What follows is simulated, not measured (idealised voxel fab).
Module name: voxel capacitor over wiring (process module)
Cross-section cut spans 225 nm and uses square cells 5 nm in size.
For the purposes of this document, a cross-section shall be understood as a grid of square cells, specified as bands listed in top-to-bottom order, each band consisting of one or more rows of cells. Top height, bottom height, nm. Materials left to right, width each, nm. Single material + "all across" = fills band edge to edge. "air" = empty. Height datum 0, below which the as-received substrate wafer is one material. Lowest band open at the bottom, running downward: "z 0 and below". The two numbers in a width such as "30..40" mark its ends across the band: the first belongs to the top row of cells, the second to the bottom row, and from each row to the next the width moves by the same amount. "remains unaltered" means the step left every cell of the cross-section as it was. Closed void list: empty space of 8 cells or more with no open way to the top, each as width x height at its distance from the left edge, in nm. It should be noted that, on the line of a given step, the content following the step's settings is a remark produced by the simulator itself with respect to that step. Steps that use a mask can have "overlay nm" on their line. It says how far the mask sat to the right of where it was meant to be. Negative means to the left.
**List of planned process steps**
1,RECEIVE | material Si
2,CONFORMAL_DEP | material SiO2 | thk nm 15
3,DIRECTIONAL_DEP | material TiN | thk nm 5
4,DIRECTIONAL_DEP | material W | thk nm 15
5,DIRECTIONAL_DEP | material aC | thk nm 10
6,PATTERN | tone cover | mask id METAL_1 | material resist | width nm 30 | pitch nm 95 | thk nm 30 | overlay nm 0
7,DIRECTIONAL_ETCH | etch materials aC | depth nm 10
8,STRIP | etch materials resist
9,DIRECTIONAL_ETCH | etch materials W | depth nm 15
10,DIRECTIONAL_ETCH | etch materials TiN | depth nm 5
11,STRIP | etch materials aC
12,CONFORMAL_DEP | material SiN | thk nm 5
13,FILL_DEP | material lowk | thk nm 10
14,CMP | height nm 35
15,CONFORMAL_DEP | material SiCN | thk nm 5
16,DIRECTIONAL_DEP | material SiO2 | thk nm 20
17,PATTERN | tone open | mask id PLUG_1 | material resist | width nm 15 | thk nm 20 | overlay nm 0
18,DIRECTIONAL_ETCH | etch materials SiO2 | depth nm 20
19,DIRECTIONAL_ETCH | etch materials SiCN | depth nm 5
20,STRIP | etch materials resist
21,EPI | material Ru | thk nm 10
22,EPI | material Ru | thk nm 10
23,EPI | material Ru | thk nm 5
24,DIRECTIONAL_DEP | material TiN | thk nm 5
25,DIRECTIONAL_DEP | material Al2O3 | thk nm 5
26,DIRECTIONAL_DEP | material TiN | thk nm 10
27,PATTERN | tone cover | mask id UPPER_PLATE | material resist | width nm 70 | thk nm 20 | overlay nm 0
28,DIRECTIONAL_ETCH | etch materials TiN | depth nm 10
29,DIRECTIONAL_ETCH | etch materials Al2O3 | depth nm 5
30,STRIP | etch materials resist
31,PATTERN | tone cover | mask id LOWER_PLATE | material resist | width nm 80 | thk nm 15 | overlay nm 0
32,DIRECTIONAL_ETCH | etch materials TiN | depth nm 5
33,STRIP | etch materials resist
34,FILL_DEP | material SiO2 | thk nm 20
35,CMP | height nm 95
36,MASKED_ETCH | tone open | mask id PLUG_2 | width nm 15 | etch materials SiO2 | depth nm 15 | overlay nm 0
37,CONFORMAL_DEP | material TiN | thk nm 5
38,FILL_DEP | material W | thk nm 10
39,CMP | height nm 95
40,CONFORMAL_DEP | material SiCN | thk nm 5
**Concerning the first of two wafers, which was run in accordance with the plan**
**Cross-sectional view of the wafer in its as-received condition, corresponding to the state after step 1**
  z 0 and below | Si all across
  Closed void list: none
**Take a look at the wafer's cross-section after step 2**
  z 15 to 0 | SiO2 all across
  Below 0, the layers are the same as they were.
**Take a look at the wafer's cross-section after step 3**
  z 20 to 15 | TiN all across
  Below 15, the layers are the same as they were.
**Take a look at the wafer's cross-section after step 4**
  z 35 to 20 | W all across
  Below 20, the layers are the same as they were.
**Take a look at the wafer's cross-section after step 5**
  z 45 to 35 | aC all across
  Below 35, the layers are the same as they were.
**Take a look at the wafer's cross-section after step 6**
  z 75 to 45 | air 50 nm  resist 30 nm  air 65 nm  resist 30 nm  air 50 nm
  Below 45, the layers are the same as they were.
**Take a look at the wafer's cross-section after step 7**
  z 65 to 45 | air 50 nm  resist 30 nm  air 65 nm  resist 30 nm  air 50 nm
  z 45 to 35 | air 50 nm  aC 30 nm  air 65 nm  aC 30 nm  air 50 nm
  Below 35, the layers are the same as they were.
**Take a look at the wafer's cross-section after step 8**
  z 45 to 35 | air 50 nm  aC 30 nm  air 65 nm  aC 30 nm  air 50 nm
  Below 35, the layers are the same as they were.
**Take a look at the wafer's cross-section after step 9**
  z 45 to 35 | air 50 nm  aC 30 nm  air 65 nm  aC 30 nm  air 50 nm
  z 35 to 20 | air 50 nm  W 30 nm  air 65 nm  W 30 nm  air 50 nm
  Below 20, the layers are the same as they were.
**Take a look at the wafer's cross-section after step 10**
  z 45 to 35 | air 50 nm  aC 30 nm  air 65 nm  aC 30 nm  air 50 nm
  z 35 to 20 | air 50 nm  W 30 nm  air 65 nm  W 30 nm  air 50 nm
  z 20 to 15 | air 50 nm  TiN 30 nm  air 65 nm  TiN 30 nm  air 50 nm
  Below 15, the layers are the same as they were.
**Take a look at the wafer's cross-section after step 11**
  z 35 to 20 | air 50 nm  W 30 nm  air 65 nm  W 30 nm  air 50 nm
  Below 20, the layers are the same as they were.
**Take a look at the wafer's cross-section after step 12**
  z 40 to 35 | air 45 nm  SiN 40 nm  air 55 nm  SiN 40 nm  air 45 nm
  z 35 to 20 | air 45 nm  SiN 5 nm  W 30 nm  SiN 5 nm  air 55 nm  SiN 5 nm  W 30 nm  SiN 5 nm  air 45 nm
  z 20 to 15 | SiN 50 nm  TiN 30 nm  SiN 65 nm  TiN 30 nm  SiN 50 nm
  Below 15, the layers are the same as they were.
**Take a look at the wafer's cross-section after step 13**
  z 50 to 40 | lowk all across
  z 40 to 35 | lowk 45 nm  SiN 40 nm  lowk 55 nm  SiN 40 nm  lowk 45 nm
  z 35 to 20 | lowk 45 nm  SiN 5 nm  W 30 nm  SiN 5 nm  lowk 55 nm  SiN 5 nm  W 30 nm  SiN 5 nm  lowk 45 nm
  Below 20, the layers are the same as they were.
**Take a look at the wafer's cross-section after step 14**
  z 35 to 20 | lowk 45 nm  SiN 5 nm  W 30 nm  SiN 5 nm  lowk 55 nm  SiN 5 nm  W 30 nm  SiN 5 nm  lowk 45 nm
  Below 20, the layers are the same as they were.
**Take a look at the wafer's cross-section after step 15**
  z 40 to 35 | SiCN all across
  Below 35, the layers are the same as they were.
**Take a look at the wafer's cross-section after step 16**
  z 60 to 40 | SiO2 all across
  Below 40, the layers are the same as they were.
**Take a look at the wafer's cross-section after step 17**
  z 80 to 60 | resist 65 nm  air 15 nm  resist 145 nm
  Below 60, the layers are the same as they were.
**Take a look at the wafer's cross-section after step 18**
  z 80 to 60 | resist 65 nm  air 15 nm  resist 145 nm
  z 60 to 40 | SiO2 65 nm  air 15 nm  SiO2 145 nm
  Below 40, the layers are the same as they were.
**Take a look at the wafer's cross-section after step 19**
  z 80 to 60 | resist 65 nm  air 15 nm  resist 145 nm
  z 60 to 40 | SiO2 65 nm  air 15 nm  SiO2 145 nm
  z 40 to 35 | SiCN 65 nm  air 15 nm  SiCN 145 nm
  Below 35, the layers are the same as they were.
**Take a look at the wafer's cross-section after step 20**
  z 60 to 40 | SiO2 65 nm  air 15 nm  SiO2 145 nm
  Below 40, the layers are the same as they were.
**Take a look at the wafer's cross-section after step 21**
  z 60 to 45 | SiO2 65 nm  air 15 nm  SiO2 145 nm
  z 45 to 40 | SiO2 65 nm  Ru 15 nm  SiO2 145 nm
  z 40 to 35 | SiCN 65 nm  Ru 15 nm  SiCN 145 nm
  Below 35, the layers are the same as they were.
**Take a look at the wafer's cross-section after step 22**
  z 60 to 55 | SiO2 65 nm  air 15 nm  SiO2 145 nm
  z 55 to 40 | SiO2 65 nm  Ru 15 nm  SiO2 145 nm
  Below 40, the layers are the same as they were.
**Take a look at the wafer's cross-section after step 23**
  z 60 to 40 | SiO2 65 nm  Ru 15 nm  SiO2 145 nm
  Below 40, the layers are the same as they were.
**Take a look at the wafer's cross-section after step 24**
  z 65 to 60 | TiN all across
  Below 60, the layers are the same as they were.
**Take a look at the wafer's cross-section after step 25**
  z 70 to 65 | Al2O3 all across
  Below 65, the layers are the same as they were.
**Take a look at the wafer's cross-section after step 26**
  z 80 to 70 | TiN all across
  Below 70, the layers are the same as they were.
**Take a look at the wafer's cross-section after step 27**
  z 100 to 80 | air 65 nm  resist 70 nm  air 90 nm
  Below 80, the layers are the same as they were.
**Take a look at the wafer's cross-section after step 28**
  z 100 to 80 | air 65 nm  resist 70 nm  air 90 nm
  z 80 to 70 | air 65 nm  TiN 70 nm  air 90 nm
  Below 70, the layers are the same as they were.
**Take a look at the wafer's cross-section after step 29**
  z 100 to 80 | air 65 nm  resist 70 nm  air 90 nm
  z 80 to 70 | air 65 nm  TiN 70 nm  air 90 nm
  z 70 to 65 | air 65 nm  Al2O3 70 nm  air 90 nm
  Below 65, the layers are the same as they were.
**Take a look at the wafer's cross-section after step 30**
  z 80 to 70 | air 65 nm  TiN 70 nm  air 90 nm
  Below 70, the layers are the same as they were.
**Take a look at the wafer's cross-section after step 31**
  z 95 to 80 | air 60 nm  resist 80 nm  air 85 nm
  z 80 to 70 | air 60 nm  resist 5 nm  TiN 70 nm  resist 5 nm  air 85 nm
  z 70 to 65 | air 60 nm  resist 5 nm  Al2O3 70 nm  resist 5 nm  air 85 nm
  Below 65, the layers are the same as they were.
**Take a look at the wafer's cross-section after step 32**
  z 95 to 80 | air 60 nm  resist 80 nm  air 85 nm
  z 80 to 70 | air 60 nm  resist 5 nm  TiN 70 nm  resist 5 nm  air 85 nm
  z 70 to 65 | air 60 nm  resist 5 nm  Al2O3 70 nm  resist 5 nm  air 85 nm
  z 65 to 60 | air 60 nm  TiN 80 nm  air 85 nm
  Below 60, the layers are the same as they were.
**Take a look at the wafer's cross-section after step 33**
  z 80 to 70 | air 65 nm  TiN 70 nm  air 90 nm
  z 70 to 65 | air 65 nm  Al2O3 70 nm  air 90 nm
  Below 65, the layers are the same as they were.
**Take a look at the wafer's cross-section after step 34**
  z 100 to 80 | SiO2 all across
  z 80 to 70 | SiO2 65 nm  TiN 70 nm  SiO2 90 nm
  z 70 to 65 | SiO2 65 nm  Al2O3 70 nm  SiO2 90 nm
  z 65 to 60 | SiO2 60 nm  TiN 80 nm  SiO2 85 nm
  Below 60, the layers are the same as they were.
**Take a look at the wafer's cross-section after step 35**
  z 95 to 80 | SiO2 all across
  Below 80, the layers are the same as they were.
**Take a look at the wafer's cross-section after step 36**
  z 95 to 80 | SiO2 75 nm  air 15 nm  SiO2 135 nm
  Below 80, the layers are the same as they were.
**Take a look at the wafer's cross-section after step 37**
  z 100 to 95 | TiN 80 nm  air 5 nm  TiN 140 nm
  z 95 to 85 | SiO2 75 nm  TiN 5 nm  air 5 nm  TiN 5 nm  SiO2 135 nm
  z 85 to 80 | SiO2 75 nm  TiN 15 nm  SiO2 135 nm
  Below 80, the layers are the same as they were.
**Take a look at the wafer's cross-section after step 38**
  z 110 to 100 | W all across
  z 100 to 95 | TiN 80 nm  W 5 nm  TiN 140 nm
  z 95 to 85 | SiO2 75 nm  TiN 5 nm  W 5 nm  TiN 5 nm  SiO2 135 nm
  Below 85, the layers are the same as they were.
**Take a look at the wafer's cross-section after step 39**
  z 95 to 85 | SiO2 75 nm  TiN 5 nm  W 5 nm  TiN 5 nm  SiO2 135 nm
  Below 85, the layers are the same as they were.
**Take a look at the wafer's cross-section after step 40**
  z 100 to 95 | SiCN all across
  Below 95, the layers are the same as they were.
**The Second Wafer: Common Origin and Plan, One Mistake in Execution, Identical to the First Through Step 20**
**At the planned end of step 22, the second wafer in cross-section**
  z 60 to 45 | SiO2 65 nm  air 15 nm  SiO2 145 nm
  z 45 to 40 | SiO2 65 nm  Ru 15 nm  SiO2 145 nm
  z 40 to 35 | SiCN 65 nm  Ru 15 nm  SiCN 145 nm
  Below 35, the layers are the same as they were.
**At the planned end of step 23, the second wafer in cross-section**
  z 60 to 50 | SiO2 65 nm  air 15 nm  SiO2 145 nm
  z 50 to 40 | SiO2 65 nm  Ru 15 nm  SiO2 145 nm
  Below 40, the layers are the same as they were.
**At the planned end of step 24, the second wafer in cross-section**
  z 65 to 60 | TiN 65 nm  air 15 nm  TiN 145 nm
  z 60 to 55 | SiO2 65 nm  air 15 nm  SiO2 145 nm
  z 55 to 50 | SiO2 65 nm  TiN 15 nm  SiO2 145 nm
  Below 50, the layers are the same as they were.
**At the planned end of step 25, the second wafer in cross-section**
  z 70 to 65 | Al2O3 65 nm  air 15 nm  Al2O3 145 nm
  z 65 to 60 | TiN 65 nm  air 15 nm  TiN 145 nm
  z 60 to 55 | SiO2 65 nm  Al2O3 15 nm  SiO2 145 nm
  Below 55, the layers are the same as they were.
**At the planned end of step 26, the second wafer in cross-section**
  z 80 to 70 | TiN 65 nm  air 15 nm  TiN 145 nm
  z 70 to 65 | Al2O3 65 nm  TiN 15 nm  Al2O3 145 nm
  z 65 to 60 | TiN all across
  Below 60, the layers are the same as they were.
**At the planned end of step 27, the second wafer in cross-section**
  z 100 to 80 | air 65 nm  resist 70 nm  air 90 nm
  z 80 to 70 | TiN 65 nm  resist 15 nm  TiN 145 nm
  Below 70, the layers are the same as they were.
**At the planned end of step 28, the second wafer in cross-section**
  z 100 to 80 | air 65 nm  resist 70 nm  air 90 nm
  z 80 to 70 | air 65 nm  resist 15 nm  TiN 55 nm  air 90 nm
  Below 70, the layers are the same as they were.
**At the planned end of step 29, the second wafer in cross-section**
  z 100 to 80 | air 65 nm  resist 70 nm  air 90 nm
  z 80 to 70 | air 65 nm  resist 15 nm  TiN 55 nm  air 90 nm
  z 70 to 65 | air 65 nm  TiN 15 nm  Al2O3 55 nm  air 90 nm
  Below 65, the layers are the same as they were.
**At the planned end of step 30, the second wafer in cross-section**
  z 80 to 70 | air 80 nm  TiN 55 nm  air 90 nm
  Below 70, the layers are the same as they were.
**At the planned end of step 31, the second wafer in cross-section**
  z 95 to 80 | air 60 nm  resist 80 nm  air 85 nm
  z 80 to 70 | air 60 nm  resist 20 nm  TiN 55 nm  resist 5 nm  air 85 nm
  z 70 to 65 | air 60 nm  resist 5 nm  TiN 15 nm  Al2O3 55 nm  resist 5 nm  air 85 nm
  Below 65, the layers are the same as they were.
**At the planned end of step 32, the second wafer in cross-section**
  z 95 to 80 | air 60 nm  resist 80 nm  air 85 nm
  z 80 to 70 | air 60 nm  resist 20 nm  TiN 55 nm  resist 5 nm  air 85 nm
  z 70 to 65 | air 60 nm  resist 5 nm  TiN 15 nm  Al2O3 55 nm  resist 5 nm  air 85 nm
  z 65 to 60 | air 60 nm  TiN 80 nm  air 85 nm
  Below 60, the layers are the same as they were.
**At the planned end of step 33, the second wafer in cross-section**
  z 80 to 70 | air 80 nm  TiN 55 nm  air 90 nm
  z 70 to 65 | air 65 nm  TiN 15 nm  Al2O3 55 nm  air 90 nm
  Below 65, the layers are the same as they were.
**At the planned end of step 34, the second wafer in cross-section**
  z 100 to 80 | SiO2 all across
  z 80 to 70 | SiO2 80 nm  TiN 55 nm  SiO2 90 nm
  z 70 to 65 | SiO2 65 nm  TiN 15 nm  Al2O3 55 nm  SiO2 90 nm
  z 65 to 60 | SiO2 60 nm  TiN 80 nm  SiO2 85 nm
  Below 60, the layers are the same as they were.
**At the planned end of step 35, the second wafer in cross-section**
  z 95 to 80 | SiO2 all across
  Below 80, the layers are the same as they were.
**At the planned end of step 36, the second wafer in cross-section**
  z 95 to 80 | SiO2 75 nm  air 15 nm  SiO2 135 nm
  Below 80, the layers are the same as they were.
**At the planned end of step 37, the second wafer in cross-section**
  z 100 to 95 | TiN 80 nm  air 5 nm  TiN 140 nm
  z 95 to 85 | SiO2 75 nm  TiN 5 nm  air 5 nm  TiN 5 nm  SiO2 135 nm
  z 85 to 80 | SiO2 75 nm  TiN 15 nm  SiO2 135 nm
  Below 80, the layers are the same as they were.
**At the planned end of step 38, the second wafer in cross-section**
  z 110 to 100 | W all across
  z 100 to 95 | TiN 80 nm  W 5 nm  TiN 140 nm
  z 95 to 85 | SiO2 75 nm  TiN 5 nm  W 5 nm  TiN 5 nm  SiO2 135 nm
  Below 85, the layers are the same as they were.
**At the planned end of step 39, the second wafer in cross-section**
  z 95 to 85 | SiO2 75 nm  TiN 5 nm  W 5 nm  TiN 5 nm  SiO2 135 nm
  Below 85, the layers are the same as they were.
**At the planned end of step 40, the second wafer in cross-section**
  z 100 to 95 | SiCN all across
  Below 95, the layers are the same as they were.
what went wrong: the sequence lacks one of the identical steps 21 and 22, and which one cannot be told
Once processing is complete, comparing cell counts shows that the second wafer has more or fewer of certain materials than the first: 6 fewer of Ru; 6 more of SiO2
